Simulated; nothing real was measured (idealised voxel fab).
process module | voxel ribs on slabs
cross-section cut | 230 nm wide | cells 5 nm
A cross-section is a grid of square cells, given in bands from the top down. A band is one or more rows of cells.
Each band's line starts with the height of the band's top and of its bottom, in nm. Then come its materials from left to right, each with its width in nm. One material with "throughout" fills the band from edge to edge. "air" is empty space.
Height 0 is the level under which the wafer as received is all one material. The lowest band goes on downwards, as in "0 down".
A width such as "30 to 40" changes by the same amount from each row of cells to the next, from the band's top row to its bottom row.
"no change" after a step means that no cell of the cross-section changed.
closed voids: empty space of 8 cells or more with no open way to the top, each as width x height at its distance from the left edge, in nm
after a step's settings: what the simulator itself notes on the step
overlay nm, on a step with a mask: how far to the right of its planned place the mask lay; to the left if negative
plan
1 op RECEIVE | material Si
2 op DIRECTIONAL_DEP | material SiO2 | thk nm 20
3 op DIRECTIONAL_DEP | material polySi | thk nm 20
4 op DIRECTIONAL_DEP | material aC | thk nm 10
5 op PATTERN | tone cover | mask id RIB | material resist | width nm 25 | thk nm 30 | overlay nm 0
6 op DIRECTIONAL_ETCH | etch materials aC | depth nm 10
7 op STRIP | etch materials resist
8 op DIRECTIONAL_ETCH | etch materials polySi | depth nm 5
9 op STRIP | etch materials aC
10 op MASKED_ETCH | tone cover | mask id SLAB | width nm 65 | etch materials polySi | depth nm 15 | overlay nm 0
11 op FILL_DEP | material SiO2 | thk nm 20
12 op CMP | height nm 55
13 op DIRECTIONAL_DEP | material W | thk nm 5
14 op PATTERN | tone cover | mask id HEATER | material resist | width nm 35 | thk nm 20 | overlay nm 0
15 op DIRECTIONAL_ETCH | etch materials W | depth nm 5
16 op STRIP | etch materials resist
17 op CONFORMAL_DEP | material SiO2 | thk nm 5
as received, after step 1
  0 down: Si throughout
  closed voids: none
a wafer at the end: this start, this plan, one mistake
  65 to 60: air 90 | SiO2 45 | air 95
  60 to 55: SiO2 95 | W 35 | SiO2 100
  55 to 40: SiO2 throughout
  40 to 35: SiO2 105 | polySi 20 | SiO2 105
  35 to 20: SiO2 80 | polySi 65 | SiO2 85
  20 to 0: SiO2 throughout
  0 down: Si throughout
  closed voids: none
what went wrong: step 5 ran as: op PATTERN | tone cover | mask id RIB | material resist | width nm 20 | thk nm 30 | overlay nm 0
